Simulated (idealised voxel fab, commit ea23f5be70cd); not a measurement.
Documented hereafter: the process module known as voxel spacer lines.
Displayed cross-section: cut, width of 300 nm, square cells sized 5 nm.
In this document a cross-section is written as a grid of square cells. It is given as a series of bands, listed from the top down, and a band is one or more rows of cells.
Read a band's entry like this: the first values are the height of its top and the height of its bottom in nm, and what follows is the sequence of materials from left to right, each with its width in nm. Note that "blank" is empty space, and that a single material marked "full width" reaches across the band from edge to edge.
The level at which height equals 0 is the one under which the wafer, as it arrives, is entirely one material. No lower edge exists for the bottom band, which continues downward and is notated as in "0 nm and below".
With a width like "30 to 40", each row of cells in the band differs from the next by the same amount, the top row carrying the first number and the bottom row the second.
For the purposes of this document, the phrase "no change" attached to a step denotes that no cell within the cross-section was modified by that step.
Closed internal cavities: empty space of 8 cells or more with no open way to the top, each as width x height at its distance from the left edge, in nm
What comes after the settings on a step's line is commentary from the simulator itself on that step.
The optional step-line setting "overlay nm" applies to steps with a mask and quantifies how far to the right of its planned location the mask lay, a negative value indicating leftward placement.

List of planned process steps
1 op RECEIVE | material Si
2 op CONFORMAL_DEP | material SiO2 | thk nm 10
3 op DIRECTIONAL_DEP | material polySi | thk nm 15
4 op DIRECTIONAL_DEP | material aC | thk nm 25
5 op PATTERN | tone cover | mask id MANDREL | material resist | width nm 15 | pitch nm 50 | thk nm 30 | overlay nm 0
6 op DIRECTIONAL_ETCH | etch materials aC | depth nm 25
7 op STRIP | etch materials resist
8 op CONFORMAL_DEP | material SiN | thk nm 10
9 op DIRECTIONAL_ETCH | etch materials SiN | depth nm 10
10 op STRIP | etch materials aC
11 op DIRECTIONAL_ETCH | etch materials polySi | depth nm 15
12 op STRIP | etch materials SiN
13 op FILL_DEP | material lowk | thk nm 5
14 op CMP | height nm 25

First of two wafers - as planned

This is the cross-section of the wafer as we received it, i.e. after step 1
	0 nm and below: Si full width
	Closed internal cavities: none

State of the wafer after step 2, shown in cross-section
	10 nm to 0 nm: SiO2 full width
	Under 0: no change, same as before.

State of the wafer after step 3, shown in cross-section
	25 nm to 10 nm: polySi full width
	Under 10: no change, same as before.

State of the wafer after step 4, shown in cross-section
	50 nm to 25 nm: aC full width
	Under 25: no change, same as before.

State of the wafer after step 5, shown in cross-section
	80 nm to 50 nm: 115 of blank, then 15 of resist, then 35 of blank, then 15 of resist, then 120 of blank
	Under 50: no change, same as before.

State of the wafer after step 6, shown in cross-section
	55 nm to 50 nm: 115 of blank, then 15 of resist, then 35 of blank, then 15 of resist, then 120 of blank
	50 nm to 25 nm: 115 of blank, then 15 of aC, then 35 of blank, then 15 of aC, then 120 of blank
	Under 25: no change, same as before.

State of the wafer after step 7, shown in cross-section
	50 nm to 25 nm: 115 of blank, then 15 of aC, then 35 of blank, then 15 of aC, then 120 of blank
	Under 25: no change, same as before.

State of the wafer after step 8, shown in cross-section
	60 nm to 50 nm: 105 of blank, then 35 of SiN, then 15 of blank, then 35 of SiN, then 110 of blank
	50 nm to 35 nm: 105 of blank, then 10 of SiN, then 15 of aC, then 10 of SiN, then 15 of blank, then 10 of SiN, then 15 of aC, then 10 of SiN, then 110 of blank
	35 nm to 25 nm: 115 of SiN, then 15 of aC, then 35 of SiN, then 15 of aC, then 120 of SiN
	Under 25: no change, same as before.

State of the wafer after step 9, shown in cross-section
	50 nm to 25 nm: 105 of blank, then 10 of SiN, then 15 of aC, then 10 of SiN, then 15 of blank, then 10 of SiN, then 15 of aC, then 10 of SiN, then 110 of blank
	Under 25: no change, same as before.

State of the wafer after step 10, shown in cross-section
	50 nm to 25 nm: 105 of blank, then 10 of SiN, then 15 of blank, then 10 of SiN, then 15 of blank, then 10 of SiN, then 15 of blank, then 10 of SiN, then 110 of blank
	Under 25: no change, same as before.

State of the wafer after step 11, shown in cross-section
	50 nm to 25 nm: 105 of blank, then 10 of SiN, then 15 of blank, then 10 of SiN, then 15 of blank, then 10 of SiN, then 15 of blank, then 10 of SiN, then 110 of blank
	25 nm to 10 nm: 105 of blank, then 10 of polySi, then 15 of blank, then 10 of polySi, then 15 of blank, then 10 of polySi, then 15 of blank, then 10 of polySi, then 110 of blank
	Under 10: no change, same as before.

State of the wafer after step 12, shown in cross-section
	25 nm to 10 nm: 105 of blank, then 10 of polySi, then 15 of blank, then 10 of polySi, then 15 of blank, then 10 of polySi, then 15 of blank, then 10 of polySi, then 110 of blank
	Under 10: no change, same as before.

State of the wafer after step 13, shown in cross-section
	30 nm to 25 nm: lowk full width
	25 nm to 10 nm: 105 of lowk, then 10 of polySi, then 15 of lowk, then 10 of polySi, then 15 of lowk, then 10 of polySi, then 15 of lowk, then 10 of polySi, then 110 of lowk
	Under 10: no change, same as before.

State of the wafer after step 14, shown in cross-section
	25 nm to 10 nm: 105 of lowk, then 10 of polySi, then 15 of lowk, then 10 of polySi, then 15 of lowk, then 10 of polySi, then 15 of lowk, then 10 of polySi, then 110 of lowk
	Under 10: no change, same as before.

second wafer: like start, like plan, one mistake. Through step 1 it matches the first wafer

Second wafer shown in cross-section at the time step 2 was slated to end
	10 nm to 0 nm: polySi full width
	Under 0: no change, same as before.

Second wafer shown in cross-section at the time step 3 was slated to end
	25 nm to 0 nm: polySi full width
	Under 0: no change, same as before.

Second wafer shown in cross-section at the time step 4 was slated to end
	50 nm to 25 nm: aC full width
	Under 25: no change, same as before.

Second wafer shown in cross-section at the time step 5 was slated to end
	80 nm to 50 nm: 115 of blank, then 15 of resist, then 35 of blank, then 15 of resist, then 120 of blank
	Under 50: no change, same as before.

Second wafer shown in cross-section at the time step 6 was slated to end
	55 nm to 50 nm: 115 of blank, then 15 of resist, then 35 of blank, then 15 of resist, then 120 of blank
	50 nm to 25 nm: 115 of blank, then 15 of aC, then 35 of blank, then 15 of aC, then 120 of blank
	Under 25: no change, same as before.

Second wafer shown in cross-section at the time step 7 was slated to end
	50 nm to 25 nm: 115 of blank, then 15 of aC, then 35 of blank, then 15 of aC, then 120 of blank
	Under 25: no change, same as before.

Second wafer shown in cross-section at the time step 8 was slated to end
	60 nm to 50 nm: 105 of blank, then 35 of SiN, then 15 of blank, then 35 of SiN, then 110 of blank
	50 nm to 35 nm: 105 of blank, then 10 of SiN, then 15 of aC, then 10 of SiN, then 15 of blank, then 10 of SiN, then 15 of aC, then 10 of SiN, then 110 of blank
	35 nm to 25 nm: 115 of SiN, then 15 of aC, then 35 of SiN, then 15 of aC, then 120 of SiN
	Under 25: no change, same as before.

Second wafer shown in cross-section at the time step 9 was slated to end
	50 nm to 25 nm: 105 of blank, then 10 of SiN, then 15 of aC, then 10 of SiN, then 15 of blank, then 10 of SiN, then 15 of aC, then 10 of SiN, then 110 of blank
	Under 25: no change, same as before.

Second wafer shown in cross-section at the time step 10 was slated to end
	50 nm to 25 nm: 105 of blank, then 10 of SiN, then 15 of blank, then 10 of SiN, then 15 of blank, then 10 of SiN, then 15 of blank, then 10 of SiN, then 110 of blank
	Under 25: no change, same as before.

Second wafer shown in cross-section at the time step 11 was slated to end
	50 nm to 25 nm: 105 of blank, then 10 of SiN, then 15 of blank, then 10 of SiN, then 15 of blank, then 10 of SiN, then 15 of blank, then 10 of SiN, then 110 of blank
	25 nm to 10 nm: 105 of blank, then 10 of polySi, then 15 of blank, then 10 of polySi, then 15 of blank, then 10 of polySi, then 15 of blank, then 10 of polySi, then 110 of blank
	Under 10: no change, same as before.

Second wafer shown in cross-section at the time step 12 was slated to end
	25 nm to 10 nm: 105 of blank, then 10 of polySi, then 15 of blank, then 10 of polySi, then 15 of blank, then 10 of polySi, then 15 of blank, then 10 of polySi, then 110 of blank
	Under 10: no change, same as before.

Second wafer shown in cross-section at the time step 13 was slated to end
	30 nm to 25 nm: lowk full width
	25 nm to 10 nm: 105 of lowk, then 10 of polySi, then 15 of lowk, then 10 of polySi, then 15 of lowk, then 10 of polySi, then 15 of lowk, then 10 of polySi, then 110 of lowk
	Under 10: no change, same as before.

Second wafer shown in cross-section at the time step 14 was slated to end
	25 nm to 10 nm: 105 of lowk, then 10 of polySi, then 15 of lowk, then 10 of polySi, then 15 of lowk, then 10 of polySi, then 15 of lowk, then 10 of polySi, then 110 of lowk
	Under 10: no change, same as before.
The mistake made against the process plan was this: rather than as planned, step 2 actually ran as op CONFORMAL_DEP | material polySi | thk nm 10
It is noted that, at the conclusion of processing, the second wafer exhibits a higher or lower cell count for certain materials relative to the first: SiO2 -120, polySi +120
